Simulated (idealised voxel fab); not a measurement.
Module name: voxel spacer lines (process module)
Cross-section cut: width 210 nm, square cells of 5 nm.
Cross-section spec: square-cell grid; bands listed top down; each band is one or more rows.
Look at the band entry: it leads with the top's height and the bottom's height in nm. Then it lists the materials left to right, with a width in nm for each. The word "full width" on a single material says that material fills the band edge to edge. The word "blank" is empty space.
Heights are measured from 0, the level below which the as-received wafer is all one material; the lowest band has no bottom and continues downward, written as in "from 0 down".
The width entry "30..40" should be interpreted row by row: the top row of cells in the band takes the first number, the bottom row takes the second number, and the change between adjacent rows is uniform throughout.
"all unchanged" -> step changed no cross-section cell.
Any empty space of 8 cells or more lacking an open way to the top shows up in "Closed void inventory" as width x height at distance, distance from the left edge, in nm.
If you see something after the settings on a step's line, that's the simulator's own remark about that step.
overlay nm: mask right of planned place by this much (step with mask). Neg. = left.

These are the steps we planned for the process
1. RECEIVE [material Si]
2. CONFORMAL_DEP [material Al2O3] [thk nm 10]
3. DIRECTIONAL_DEP [material TiN] [thk nm 10]
4. DIRECTIONAL_DEP [material polySi] [thk nm 30]
5. PATTERN [tone cover] [mask id MANDREL] [material resist] [width nm 15] [pitch nm 50] [thk nm 40] [overlay nm 0]
6. DIRECTIONAL_ETCH [etch materials polySi] [depth nm 30]
7. STRIP [etch materials resist]
8. CONFORMAL_DEP [material SiO2] [thk nm 10]
9. DIRECTIONAL_ETCH [etch materials SiO2] [depth nm 10]
10. STRIP [etch materials polySi]
11. DIRECTIONAL_ETCH [etch materials TiN] [depth nm 10]
12. STRIP [etch materials SiO2]

Wafer as received: cross-section following step 1
	from 0 down = Si full width
	Closed void inventory: none

This is how the wafer looks in cross-section once the module is done, given the starting state and plan above and one mistake in carrying the plan out
	from 20 to 10 = 40 of blank / 10 of TiN / 15 of blank / 10 of TiN / 15 of blank / 10 of TiN / 15 of blank / 10 of TiN / 15 of blank / 10 of TiN / 15 of blank / 10 of TiN / 35 of blank
	from 10 to 0 = Al2O3 full width
	from 0 down = Si full width
	Closed void inventory: none
Run error: in deviation from the planned setting, step 5 was conducted as PATTERN [tone cover] [mask id MANDREL] [material resist] [width nm 15] [pitch nm 50] [thk nm 40] [overlay nm 5]
